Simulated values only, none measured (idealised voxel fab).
This is a process module. Its name is voxel self aligned vias.
The figure presents cross-section cut, which has a width of 175 nm and is divided into square cells with an edge length of 5 nm.
When this document writes out a cross-section, it uses a grid of square cells and lists it as bands, beginning at the top and moving down, with a band standing for one or more rows of cells.
A band entry consists of two parts. The first gives the height of the band's top and the height of its bottom, in nm. The rest lists the band's materials from left to right, each with its width in nm. A single material labelled with the word "everywhere" fills the band from edge to edge, and the word "empty" marks empty space.
It should be noted that heights are counted from 0, beneath which the wafer as supplied is of one material throughout, and that the lowest band possesses no lower boundary but continues downward, as written in "0 -> down".
A width given as "30 to 40" starts at the first number in the band's top row and ends at the second number in its bottom row, shifting by an equal amount at every step from row to row.
Reading "same as before" for a step: not a cell of the cross-section changed in it.
Closed empty spaces (no open way to the top) of 8 cells or more are what "Voids lacking openings" lists, each as width x height at distance from the left edge, nm for all three.
Text after the settings on a step's line: the simulator's own remark on that step.
overlay nm: on a step with a mask, how far right of its planned place the mask lay; negative means left.
### The process steps that were planned are listed below
1,RECEIVE, material Si
2,CONFORMAL_DEP, material SiO2, thk nm 15
3,CONFORMAL_DEP, material SiCN, thk nm 5
4,DIRECTIONAL_DEP, material SiO2, thk nm 20
5,DIRECTIONAL_DEP, material aC, thk nm 15
6,PATTERN, tone open, mask id LINES, material resist, width nm 30, pitch nm 70, thk nm 35, overlay nm 0
7,DIRECTIONAL_ETCH, etch materials aC, depth nm 15
8,STRIP, etch materials resist
9,DIRECTIONAL_ETCH, etch materials SiO2, depth nm 20
10,STRIP, etch materials aC
11,CONFORMAL_DEP, material TiN, thk nm 5
12,FILL_DEP, material Ru, thk nm 10
13,CMP, height nm 40
14,SELECTIVE_ETCH, etch materials W Ru TiN, depth nm 10
15,FILL_DEP, material SiN, thk nm 5
16,CMP, height nm 40
17,DIRECTIONAL_DEP, material SiO2, thk nm 15
18,DIRECTIONAL_DEP, material aC, thk nm 10
19,PATTERN, tone open, mask id VIAS, material resist, width nm 50, thk nm 30, overlay nm 0
20,DIRECTIONAL_ETCH, etch materials aC, depth nm 10
21,STRIP, etch materials resist
22,DIRECTIONAL_ETCH, etch materials SiO2, depth nm 15
23,DIRECTIONAL_ETCH, etch materials SiN, depth nm 10
24,STRIP, etch materials aC
25,CONFORMAL_DEP, material TiN, thk nm 5
26,FILL_DEP, material W, thk nm 10
27,CMP, height nm 55
28,CONFORMAL_DEP, material SiN, thk nm 5
### As-received wafer cross-section (after step 1)
> 0 -> down | Si everywhere
> Voids lacking openings: none
### The plan above was carried out on the starting structure above with one mistake, and this cross-section shows the wafer at the end of the module
> 60 -> 55 | SiN everywhere
> 55 -> 45 | 30 of SiO2, 5 of TiN, 35 of W, 5 of TiN, 100 of SiO2
> 45 -> 40 | 30 of SiO2, 10 of TiN, 20 of W, 15 of TiN, 100 of SiO2
> 40 -> 35 | 35 of SiO2, 5 of TiN, 20 of W, 5 of TiN, 40 of SiO2, 30 of SiN, 40 of SiO2
> 35 -> 30 | 35 of SiO2, 30 of TiN, 40 of SiO2, 30 of SiN, 40 of SiO2
> 30 -> 25 | 35 of SiO2, 5 of TiN, 20 of Ru, 5 of TiN, 40 of SiO2, 5 of TiN, 20 of Ru, 5 of TiN, 40 of SiO2
> 25 -> 20 | 35 of SiO2, 30 of TiN, 40 of SiO2, 30 of TiN, 40 of SiO2
> 20 -> 15 | SiCN everywhere
> 15 -> 0 | SiO2 everywhere
> 0 -> down | Si everywhere
> Voids lacking openings: none
what went wrong: step 19 was run on a setting that differed from the plan, and what really ran there is PATTERN, tone open, mask id VIAS, material resist, width nm 45, thk nm 30, overlay nm 0
